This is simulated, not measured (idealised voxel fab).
You're looking at the process module voxel capacitor over wiring.
The cross-section shown here is cut; it is 265 nm wide and divided into square cells measuring 5 nm on a side.
Cross-section format: a grid of square cells, given as bands from top to bottom; each band is one or more rows of cells. Heights first: top, then bottom, in nm. Then materials, left to right, each with a width in nm. "throughout" on a single material: fills the band edge to edge. "blank": empty space. For the purposes of this specification, 0 denotes the height below which the wafer in its as-received condition is composed wholly of one material, and the lowermost band, lacking a lower limit, extends downward without end, as expressed in "0 and below". The expression "30..40" gives the width at the extremes of the band, the first number at its top row of cells and the second at its bottom row, with the width changing by equal amounts from each row to the next in between. Any step labelled "stayed the same" changed none of the cells in the cross-section. "Sealed cavities" means: voids of 8 cells or more that are shut off from the top with no open way through. Written width x height at distance, distance from the left edge, in nm. The remark found on a step's line after its settings is issued by the simulator itself and pertains to that step. Steps that use a mask can have "overlay nm" on their line. It says how far the mask sat to the right of where it was meant to be. Negative means to the left.
**Intended process steps**
- 1: RECEIVE,material Si
- 2: CONFORMAL_DEP,material SiO2,thk nm 15
- 3: DIRECTIONAL_DEP,material TiN,thk nm 5
- 4: DIRECTIONAL_DEP,material W,thk nm 15
- 5: PATTERN,tone cover,mask id METAL_1,material resist,width nm 25,pitch nm 80,thk nm 15,overlay nm 0
- 6: DIRECTIONAL_ETCH,etch materials W,depth nm 15
- 7: DIRECTIONAL_ETCH,etch materials TiN,depth nm 5
- 8: STRIP,etch materials resist
- 9: CONFORMAL_DEP,material SiCN,thk nm 5
- 10: FILL_DEP,material lowk,thk nm 5
- 11: CMP,height nm 35
- 12: CONFORMAL_DEP,material SiCN,thk nm 5
- 13: DIRECTIONAL_DEP,material lowk,thk nm 20
- 14: PATTERN,tone open,mask id PLUG_1,material resist,width nm 15,thk nm 15,overlay nm 0
- 15: DIRECTIONAL_ETCH,etch materials lowk,depth nm 20
- 16: DIRECTIONAL_ETCH,etch materials SiCN,depth nm 5
- 17: STRIP,etch materials resist
- 18: CONFORMAL_DEP,material TiN,thk nm 5
- 19: FILL_DEP,material W,thk nm 5
- 20: CMP,height nm 60
- 21: DIRECTIONAL_DEP,material TiN,thk nm 5
- 22: DIRECTIONAL_DEP,material HfO2,thk nm 5
- 23: DIRECTIONAL_DEP,material TiN,thk nm 5
- 24: PATTERN,tone cover,mask id UPPER_PLATE,material resist,width nm 60,thk nm 15,overlay nm 0
- 25: DIRECTIONAL_ETCH,etch materials TiN,depth nm 5
- 26: DIRECTIONAL_ETCH,etch materials HfO2,depth nm 5
- 27: STRIP,etch materials resist
- 28: PATTERN,tone cover,mask id LOWER_PLATE,material resist,width nm 70,thk nm 15,overlay nm 0
- 29: DIRECTIONAL_ETCH,etch materials TiN,depth nm 5
- 30: STRIP,etch materials resist
- 31: FILL_DEP,material SiO2,thk nm 15
- 32: CMP,height nm 85
- 33: DIRECTIONAL_DEP,material aC,thk nm 10
- 34: PATTERN,tone open,mask id PLUG_2,material resist,width nm 15,thk nm 30,overlay nm 0
- 35: DIRECTIONAL_ETCH,etch materials aC,depth nm 10
- 36: STRIP,etch materials resist
- 37: DIRECTIONAL_ETCH,etch materials SiO2,depth nm 10
- 38: STRIP,etch materials aC
- 39: CONFORMAL_DEP,material TiN,thk nm 5
- 40: FILL_DEP,material Ru,thk nm 10
- 41: CMP,height nm 85
- 42: CONFORMAL_DEP,material SiCN,thk nm 5
**The cross-section here shows the wafer as received, i.e. in its state after step 1**
* 0 and below: Si throughout
* Sealed cavities: none
**Wafer cross-section at module end: first of two, run to plan**
* 90 down to 85: SiCN throughout
* 85 down to 80: 100 SiO2 | 5 TiN | 5 Ru | 5 TiN | 150 SiO2
* 80 down to 70: 100..90 SiO2 | 15..60 TiN | 150..115 SiO2
* 70 down to 65: 90 SiO2 | 60 HfO2 | 115 SiO2
* 65 down to 60: 85 SiO2 | 70 TiN | 110 SiO2
* 60 down to 40: 90 lowk | 5 TiN | 5 W | 5 TiN | 160 lowk
* 40 down to 35: 90 SiCN | 15 TiN | 160 SiCN
* 35 down to 20: 75 lowk | 5 SiCN | 25 W | 5 SiCN | 45 lowk | 5 SiCN | 25 W | 5 SiCN | 75 lowk
* 20 down to 15: 80 SiCN | 25 TiN | 55 SiCN | 25 TiN | 80 SiCN
* 15 down to 0: SiO2 throughout
* 0 and below: Si throughout
* Sealed cavities: none
**Same start, same plan as the first wafer - but one mistake in the run. Cross-section of the second of the two at the end of the module**
* 90 down to 85: SiCN throughout
* 85 down to 80: 100 SiO2 | 5 TiN | 5 Ru | 5 TiN | 150 SiO2
* 80 down to 70: 100..90 SiO2 | 15..60 TiN | 150..115 SiO2
* 70 down to 65: 90 SiO2 | 60 HfO2 | 115 SiO2
* 65 down to 60: 85 SiO2 | 70 TiN | 110 SiO2
* 60 down to 55: W throughout
* 55 down to 50: 95 TiN | 5 W | 165 TiN
* 50 down to 40: 90 lowk | 5 TiN | 5 W | 5 TiN | 160 lowk
* 40 down to 35: 90 SiCN | 15 TiN | 160 SiCN
* 35 down to 20: 75 lowk | 5 SiCN | 25 W | 5 SiCN | 45 lowk | 5 SiCN | 25 W | 5 SiCN | 75 lowk
* 20 down to 15: 80 SiCN | 25 TiN | 55 SiCN | 25 TiN | 80 SiCN
* 15 down to 0: SiO2 throughout
* 0 and below: Si throughout
* Sealed cavities: none
What went wrong in running the wafer? step 13, actual vs plan mismatch, actual run DIRECTIONAL_DEP,material lowk,thk nm 10
Per the end-of-run cell counts, the second wafer holds more or fewer of some materials than the first: +48 TiN, +52 W, -100 lowk
